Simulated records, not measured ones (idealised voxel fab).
Process module heading - voxel transistor to metal
The cross-section on display is named cut; it measures 205 nm wide, and its cells are 5 nm squares.
In this document a cross-section is written as a grid of square cells. It is given as a series of bands, listed from the top down, and a band is one or more rows of cells. Band entry format. Leading values: height of top, height of bottom, nm. Remainder: materials in left-to-right order, each with its width in nm. Special words: "throughout" on a single material, which then fills the band edge to edge; "empty", empty space. Heights are reckoned from 0. Under this level, the received wafer is all of one material. The bottommost band is open-ended downward, for example "z 0 and below". Note: "30 to 40" means the width goes from the first number (top row of the band) to the second number (bottom row) in equal steps per row of cells. No cell of the cross-section changed in a step that is given as "left unchanged". "Fully enclosed voids": empty spaces of 8 cells or more with no open way to the top, each given as width x height at distance, distance from the left edge, all in nm. Whatever follows a step's settings on its line is a remark the simulator itself makes about that step. overlay nm: where the mask lay relative to plan, measured to the right, on steps with a mask; negatives go left.
**The steps planned for the process are as follows**
| 1 | RECEIVE,material Si |
| 2 | OXIDIZE,depth nm 5 |
| 3 | CONFORMAL_DEP,material SiN,thk nm 15 |
| 4 | PATTERN,tone cover,mask id ACTIVE,material resist,width nm 105,thk nm 20,overlay nm 0 |
| 5 | DIRECTIONAL_ETCH,etch materials SiN,depth nm 15 |
| 6 | DIRECTIONAL_ETCH,etch materials SiO2,depth nm 5 |
| 7 | DIRECTIONAL_ETCH,etch materials Si,depth nm 35 |
| 8 | STRIP,etch materials resist |
| 9 | FILL_DEP,material SiO2,thk nm 10 |
| 10 | CMP,height nm 15 |
| 11 | SELECTIVE_ETCH,etch materials SiO2,depth nm 15 |
| 12 | STRIP,etch materials SiN |
| 13 | SELECTIVE_ETCH,etch materials SiO2,depth nm 5 |
| 14 | OXIDIZE,depth nm 5 |
| 15 | DIRECTIONAL_DEP,material polySi,thk nm 20 |
| 16 | DIRECTIONAL_DEP,material SiCN,thk nm 15 |
| 17 | MASKED_ETCH,tone cover,mask id GATE,width nm 35,etch materials SiCN,depth nm 25,overlay nm 0 |
| 18 | MASKED_ETCH,tone cover,mask id GATE,width nm 35,etch materials polySi,depth nm 30,overlay nm 0 |
| 19 | CONFORMAL_DEP,material SiN,thk nm 10 |
| 20 | DIRECTIONAL_ETCH,etch materials SiN,depth nm 10 |
| 21 | DIRECTIONAL_ETCH,etch materials SiO2,depth nm 5 |
| 22 | DIRECTIONAL_ETCH,etch materials Si,depth nm 10 |
| 23 | EPI,material SiGe,thk nm 10 |
| 24 | FILL_DEP,material SiO2,thk nm 5 |
| 25 | CMP,height nm 15 |
| 26 | STRIP,etch materials polySi |
| 27 | SELECTIVE_ETCH,etch materials SiO2,depth nm 5 |
| 28 | CONFORMAL_DEP,material HfO2,thk nm 5 |
| 29 | CONFORMAL_DEP,material TiN,thk nm 5 |
| 30 | FILL_DEP,material W,thk nm 5 |
| 31 | CMP,height nm 10 |
| 32 | DIRECTIONAL_DEP,material SiO2,thk nm 10 |
| 33 | MASKED_ETCH,tone open,mask id CONTACT,width nm 15,pitch nm 80,etch materials SiO2,depth nm 30,overlay nm 0 |
| 34 | CONFORMAL_DEP,material TiN,thk nm 5 |
| 35 | FILL_DEP,material W,thk nm 10 |
| 36 | CMP,height nm 20 |
| 37 | CONFORMAL_DEP,material SiCN,thk nm 5 |
| 38 | DIRECTIONAL_DEP,material SiO2,thk nm 20 |
| 39 | DIRECTIONAL_DEP,material aC,thk nm 15 |
| 40 | PATTERN,tone open,mask id METAL_1,material resist,width nm 15,pitch nm 80,thk nm 30,overlay nm 0 |
| 41 | DIRECTIONAL_ETCH,etch materials aC,depth nm 15 |
| 42 | STRIP,etch materials resist |
| 43 | DIRECTIONAL_ETCH,etch materials SiO2,depth nm 20 |
| 44 | DIRECTIONAL_ETCH,etch materials SiCN,depth nm 5 |
| 45 | STRIP,etch materials aC |
| 46 | CONFORMAL_DEP,material TiN,thk nm 5 |
| 47 | FILL_DEP,material W,thk nm 5 |
| 48 | CMP,height nm 45 |
| 49 | EPI,material Ru,thk nm 5 |
| 50 | FILL_DEP,material SiCN,thk nm 5 |
| 51 | DIRECTIONAL_DEP,material SiO2,thk nm 25 |
| 52 | DIRECTIONAL_DEP,material aC,thk nm 15 |
| 53 | PATTERN,tone open,mask id METAL_2,material resist,width nm 15,pitch nm 80,thk nm 35,overlay nm 0 |
| 54 | DIRECTIONAL_ETCH,etch materials aC,depth nm 15 |
| 55 | STRIP,etch materials resist |
| 56 | DIRECTIONAL_ETCH,etch materials SiO2,depth nm 15 |
| 57 | STRIP,etch materials aC |
| 58 | PATTERN,tone open,mask id METAL_2_HOLES,material resist,width nm 15,pitch nm 80,thk nm 20,overlay nm 0 |
| 59 | DIRECTIONAL_ETCH,etch materials SiO2,depth nm 10 |
| 60 | DIRECTIONAL_ETCH,etch materials SiCN,depth nm 5 |
| 61 | STRIP,etch materials resist |
| 62 | CONFORMAL_DEP,material TiN,thk nm 5 |
| 63 | FILL_DEP,material Ru,thk nm 5 |
| 64 | CMP,height nm 80 |
| 65 | CONFORMAL_DEP,material SiCN,thk nm 5 |
It is noted that the wafers described herein are identical at the outset and are distinguished by the width nm of step 40; the value stated in the plan corresponds to the first wafer.
**The first of several wafers in cross-section, exactly as it reached us after step 1**
    z 0 and below | Si throughout
    Fully enclosed voids: none
**End of the module, past its last step, step 65: how the first of several wafers looks in cross-section**
    z 85 to 80 | SiCN throughout
    z 80 to 55 | SiO2 55 nm / TiN 5 nm / Ru 5 nm / TiN 5 nm / SiO2 65 nm / TiN 5 nm / Ru 5 nm / TiN 5 nm / SiO2 55 nm
    z 55 to 50 | SiCN 55 nm / TiN 15 nm / SiCN 65 nm / TiN 15 nm / SiCN 55 nm
    z 50 to 45 | SiCN 50 nm / Ru 25 nm / SiCN 55 nm / Ru 25 nm / SiCN 50 nm
    z 45 to 25 | SiO2 55 nm / TiN 5 nm / W 5 nm / TiN 5 nm / SiO2 65 nm / TiN 5 nm / W 5 nm / TiN 5 nm / SiO2 55 nm
    z 25 to 20 | SiCN 55 nm / TiN 15 nm / SiCN 65 nm / TiN 15 nm / SiCN 55 nm
    z 20 to 10 | SiO2 55 nm / TiN 5 nm / W 5 nm / TiN 5 nm / SiO2 65 nm / TiN 5 nm / W 5 nm / TiN 5 nm / SiO2 55 nm
    z 10 to 5 | SiO2 55 nm / TiN 5 nm / W 5 nm / TiN 5 nm / SiO2 5 nm / SiN 10 nm / HfO2 5 nm / TiN 5 nm / W 15 nm / TiN 5 nm / HfO2 5 nm / SiN 10 nm / SiO2 5 nm / TiN 5 nm / W 5 nm / TiN 5 nm / SiO2 55 nm
    z 5 to 0 | SiO2 55 nm / TiN 15 nm / SiO2 5 nm / SiN 10 nm / HfO2 5 nm / TiN 5 nm / W 15 nm / TiN 5 nm / HfO2 5 nm / SiN 10 nm / SiO2 5 nm / TiN 15 nm / SiO2 55 nm
    z 0 to -5 | SiO2 55 nm / TiN 10 nm / SiGe 10 nm / SiN 10 nm / HfO2 5 nm / TiN 25 nm / HfO2 5 nm / SiN 10 nm / SiGe 10 nm / TiN 10 nm / SiO2 55 nm
    z -5 to -10 | SiO2 55 nm / TiN 10 nm / SiGe 10 nm / SiO2 5 nm / HfO2 45 nm / SiO2 5 nm / SiGe 10 nm / TiN 10 nm / SiO2 55 nm
    z -10 to -20 | SiO2 50 nm / SiGe 25 nm / Si 55 nm / SiGe 25 nm / SiO2 50 nm
    z -20 to -40 | SiO2 50 nm / Si 105 nm / SiO2 50 nm
    z -40 and below | Si throughout
    Fully enclosed voids: none
**Cross-sectional view of the final wafer of several at the module's end**
    z 85 to 80 | SiCN throughout
    z 80 to 55 | SiO2 55 nm / TiN 5 nm / Ru 5 nm / TiN 5 nm / SiO2 65 nm / TiN 5 nm / Ru 5 nm / TiN 5 nm / SiO2 55 nm
    z 55 to 50 | SiCN 55 nm / TiN 15 nm / SiCN 65 nm / TiN 15 nm / SiCN 55 nm
    z 50 to 45 | SiCN 45 nm / Ru 40 nm / SiCN 40 nm / Ru 40 nm / SiCN 40 nm
    z 45 to 25 | SiO2 50 nm / TiN 5 nm / W 20 nm / TiN 5 nm / SiO2 50 nm / TiN 5 nm / W 20 nm / TiN 5 nm / SiO2 45 nm
    z 25 to 20 | SiCN 50 nm / TiN 30 nm / SiCN 50 nm / TiN 30 nm / SiCN 45 nm
    z 20 to 10 | SiO2 55 nm / TiN 5 nm / W 5 nm / TiN 5 nm / SiO2 65 nm / TiN 5 nm / W 5 nm / TiN 5 nm / SiO2 55 nm
    z 10 to 5 | SiO2 55 nm / TiN 5 nm / W 5 nm / TiN 5 nm / SiO2 5 nm / SiN 10 nm / HfO2 5 nm / TiN 5 nm / W 15 nm / TiN 5 nm / HfO2 5 nm / SiN 10 nm / SiO2 5 nm / TiN 5 nm / W 5 nm / TiN 5 nm / SiO2 55 nm
    z 5 to 0 | SiO2 55 nm / TiN 15 nm / SiO2 5 nm / SiN 10 nm / HfO2 5 nm / TiN 5 nm / W 15 nm / TiN 5 nm / HfO2 5 nm / SiN 10 nm / SiO2 5 nm / TiN 15 nm / SiO2 55 nm
    z 0 to -5 | SiO2 55 nm / TiN 10 nm / SiGe 10 nm / SiN 10 nm / HfO2 5 nm / TiN 25 nm / HfO2 5 nm / SiN 10 nm / SiGe 10 nm / TiN 10 nm / SiO2 55 nm
    z -5 to -10 | SiO2 55 nm / TiN 10 nm / SiGe 10 nm / SiO2 5 nm / HfO2 45 nm / SiO2 5 nm / SiGe 10 nm / TiN 10 nm / SiO2 55 nm
    z -10 to -20 | SiO2 50 nm / SiGe 25 nm / Si 55 nm / SiGe 25 nm / SiO2 50 nm
    z -20 to -40 | SiO2 50 nm / Si 105 nm / SiO2 50 nm
    z -40 and below | Si throughout
    Fully enclosed voids: none
**Below, a row for every wafer. Read it as the end-of-module picture: for each material the wafer shows its cells gained (+) or lost (-) since it was received, and then its closed voids**
width nm 15 | +15 HfO2 | +20 Ru | -222 Si | +142 SiCN | +28 SiGe | +12 SiN | +599 SiO2 | +83 TiN | +20 W | Fully enclosed voids: none
width nm 20 | +15 HfO2 | +22 Ru | -222 Si | +138 SiCN | +28 SiGe | +12 SiN | +591 SiO2 | +85 TiN | +28 W | Fully enclosed voids: none
width nm 25 | +15 HfO2 | +24 Ru | -222 Si | +134 SiCN | +28 SiGe | +12 SiN | +583 SiO2 | +87 TiN | +36 W | Fully enclosed voids: none
width nm 30 | +15 HfO2 | +26 Ru | -222 Si | +130 SiCN | +28 SiGe | +12 SiN | +575 SiO2 | +89 TiN | +44 W | Fully enclosed voids: none
